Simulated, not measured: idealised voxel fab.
Module name: voxel self aligned contacts (process module)
We display cut, a cross-section 295 nm in width whose square cells are each 5 nm.
Cross-section = grid of square cells, listed top down in bands; band = one or more rows. Band: top height; bottom height; in nm. Then, left to right: material with width in nm, for each material. "all across": a single material spanning edge to edge. "air": empty space. Note: height 0 marks the level under which the wafer is uniformly one material as received. Lowest band unbounded below, written "0 down". The two numbers in a width such as "30 to 40" mark its ends across the band: the first belongs to the top row of cells, the second to the bottom row, and from each row to the next the width moves by the same amount. You'll sometimes find "changes: none" written for a step, and that's the way of saying that nowhere in the cross-section did a cell change during that step. Enclosed voids (no open way to top), threshold 8 cells or more, entry "Enclosed void listing", notation width x height at distance, distance from left edge, nm. Read whatever lies past the settings on a step's line as the simulator's own remark about the step. What "overlay nm" on a step's line means: if the step has a mask, that mask lay this far to the right of its planned place, or, when the value is negative, to the left.

-- Listed below are the process steps as planned
1: RECEIVE [material Si]
2: CONFORMAL_DEP [material SiO2] [thk nm 5]
3: DIRECTIONAL_DEP [material polySi] [thk nm 30]
4: DIRECTIONAL_DEP [material SiN] [thk nm 25]
5: MASKED_ETCH [tone cover] [mask id GATE] [width nm 30] [pitch nm 75] [etch materials SiN] [depth nm 25] [overlay nm 0]
6: MASKED_ETCH [tone cover] [mask id GATE] [width nm 30] [pitch nm 75] [etch materials polySi] [depth nm 30] [overlay nm 0]
7: CONFORMAL_DEP [material SiN] [thk nm 10]
8: DIRECTIONAL_ETCH [etch materials SiN] [depth nm 10]
9: FILL_DEP [material SiO2] [thk nm 15]
10: CMP [height nm 65]
11: PATTERN [tone open] [mask id CONTACT] [material resist] [width nm 55] [pitch nm 75] [thk nm 15] [overlay nm 0]
12: DIRECTIONAL_ETCH [etch materials SiO2] [depth nm 65]
13: STRIP [etch materials resist]
14: CONFORMAL_DEP [material TiN] [thk nm 5]
15: FILL_DEP [material W] [thk nm 10]
16: CMP [height nm 65]
17: CONFORMAL_DEP [material SiCN] [thk nm 5]

-- Step 1 complete: cross-section of the wafer as received
  0 down = Si all across
  Enclosed void listing: none

-- Post-module cross-section of the first of two wafers (run per plan)
  70 to 65 = SiCN all across
  65 to 60 = SiO2 80, then TiN 20, then W 15, then TiN 20, then SiO2 20, then TiN 20, then W 15, then TiN 20, then SiO2 85
  60 to 35 = SiO2 45, then SiN 50, then TiN 5, then W 15, then TiN 5, then SiN 50, then TiN 5, then W 15, then TiN 5, then SiN 50, then SiO2 50
  35 to 5 = SiO2 45, then SiN 10, then polySi 30, then SiN 10, then TiN 5, then W 15, then TiN 5, then SiN 10, then polySi 30, then SiN 10, then TiN 5, then W 15, then TiN 5, then SiN 10, then polySi 30, then SiN 10, then SiO2 50
  5 to 0 = SiO2 95, then TiN 25, then SiO2 50, then TiN 25, then SiO2 100
  0 down = Si all across
  Enclosed void listing: none

-- Second wafer through the module, sectioned at the end: same beginning and same plan as the first wafer, with one mistake in carrying it out
  70 to 65 = SiCN all across
  65 to 60 = SiO2 80, then TiN 20, then W 15, then TiN 20, then SiO2 20, then TiN 20, then W 15, then TiN 20, then SiO2 85
  60 to 35 = SiO2 45, then SiN 50, then TiN 5, then W 15, then TiN 5, then SiN 50, then TiN 5, then W 15, then TiN 5, then SiN 50, then SiO2 50
  35 to 20 = SiO2 45, then SiN 10, then polySi 30, then SiN 10, then TiN 5, then W 15, then TiN 5, then SiN 10, then polySi 30, then SiN 10, then TiN 5, then W 15, then TiN 5, then SiN 10, then polySi 30, then SiN 10, then SiO2 50
  20 to 15 = SiO2 45, then SiN 10, then polySi 30, then SiN 10, then TiN 25, then SiN 10, then polySi 30, then SiN 10, then TiN 25, then SiN 10, then polySi 30, then SiN 10, then SiO2 50
  15 to 5 = SiN 55, then polySi 30, then SiN 45, then polySi 30, then SiN 45, then polySi 30, then SiN 60
  5 to 0 = SiO2 all across
  0 down = Si all across
  Enclosed void listing: none
Plan not followed: deviation from plan: step 8 and step 7 executed in one another's positions
at the end the second wafer has, in cells: +58 SiN | -28 SiO2 | -12 TiN | -18 W
